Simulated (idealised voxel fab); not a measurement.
This is a process module. Its name is voxel self aligned vias.
The width of the displayed cross-section, cut, is 210 nm; its cells are square, with a size of 5 nm.
Think of the cross-section as a grid of square cells. We describe it in bands, top to bottom, and each band covers one or more rows of those cells.
Heights first: top, then bottom, in nm. Then materials, left to right, each with a width in nm. "throughout" on a single material: fills the band edge to edge. "empty": empty space.
Height reference: 0 = level under which incoming wafer is all one material. Lowest band: no bottom, runs on downward, e.g. "z 0 and below".
It should be noted that a width expressed as "30->40" varies in equal increments from row to row of cells within the band, taking the value of the first number at the top row and that of the second number at the bottom row.
Key: "stayed the same" - step with no changed cell in the cross-section.
Entry "Sealed voids". Content: empty spaces with no open connection to the top, size 8 cells or greater. Each: width x height at distance. Distance: from left edge. Unit: nm.
That trailing text on a step's line, after the settings, is the simulator's own remark on the step.
overlay nm: mask right of planned place by this much (step with mask). Neg. = left.

[Planned process steps]
1. RECEIVE with material Si
2. CONFORMAL_DEP with material SiO2, thk nm 10
3. CONFORMAL_DEP with material SiCN, thk nm 5
4. DIRECTIONAL_DEP with material lowk, thk nm 30
5. PATTERN with tone open, mask id LINES, material resist, width nm 20, pitch nm 55, thk nm 15, overlay nm 0
6. DIRECTIONAL_ETCH with etch materials lowk, depth nm 30
7. STRIP with etch materials resist
8. CONFORMAL_DEP with material TiN, thk nm 5
9. FILL_DEP with material W, thk nm 10
10. CMP with height nm 45
11. SELECTIVE_ETCH with etch materials W Ru TiN, depth nm 10
12. FILL_DEP with material SiN, thk nm 5
13. CMP with height nm 45
14. DIRECTIONAL_DEP with material lowk, thk nm 20
15. MASKED_ETCH with tone open, mask id VIAS, width nm 40, etch materials lowk, depth nm 20, overlay nm 0
16. MASKED_ETCH with tone open, mask id VIAS, width nm 40, etch materials SiN, depth nm 10, overlay nm 0
17. CONFORMAL_DEP with material TiN, thk nm 5
18. FILL_DEP with material W, thk nm 10
19. CMP with height nm 65
20. CONFORMAL_DEP with material SiCN, thk nm 5

[This is the cross-section of the wafer as we received it, i.e. after step 1]
	z 0 and below = Si throughout
	Sealed voids: none

[Module complete - cross-section of the first of two wafers, run according to plan]
	z 70 to 65 = SiCN throughout
	z 65 to 50 = 55 of lowk; 5 of TiN; 30 of W; 5 of TiN; 115 of lowk
	z 50 to 45 = 55 of lowk; 15 of TiN; 10 of W; 15 of TiN; 115 of lowk
	z 45 to 40 = 65 of lowk; 5 of TiN; 10 of W; 5 of TiN; 35 of lowk; 20 of SiN; 70 of lowk
	z 40 to 35 = 65 of lowk; 20 of TiN; 35 of lowk; 20 of SiN; 70 of lowk
	z 35 to 20 = 65 of lowk; 5 of TiN; 10 of W; 5 of TiN; 35 of lowk; 5 of TiN; 10 of W; 5 of TiN; 70 of lowk
	z 20 to 15 = 65 of lowk; 20 of TiN; 35 of lowk; 20 of TiN; 70 of lowk
	z 15 to 10 = SiCN throughout
	z 10 to 0 = SiO2 throughout
	z 0 and below = Si throughout
	Sealed voids: none

[Cross-section of the latter of the two wafers at module completion. It had an identical start and an identical plan to the former; in running it, one mistake was made]
	z 70 to 65 = SiCN throughout
	z 65 to 45 = 55 of lowk; 10 of TiN; 20 of lowk; 10 of TiN; 115 of lowk
	z 45 to 35 = 65 of lowk; 20 of SiN; 35 of lowk; 20 of SiN; 70 of lowk
	z 35 to 20 = 65 of lowk; 5 of TiN; 10 of W; 5 of TiN; 35 of lowk; 5 of TiN; 10 of W; 5 of TiN; 70 of lowk
	z 20 to 15 = 65 of lowk; 20 of TiN; 35 of lowk; 20 of TiN; 70 of lowk
	z 15 to 10 = SiCN throughout
	z 10 to 0 = SiO2 throughout
	z 0 and below = Si throughout
	Sealed voids: none
Run error: steps 14 and 15 of the plan were each performed in the slot designated for the other
Upon completion, the second wafer contains, in terms of cells, a greater or smaller amount of certain materials than the first wafer: 8 more of SiN, 2 fewer of TiN, 22 fewer of W, 16 more of lowk
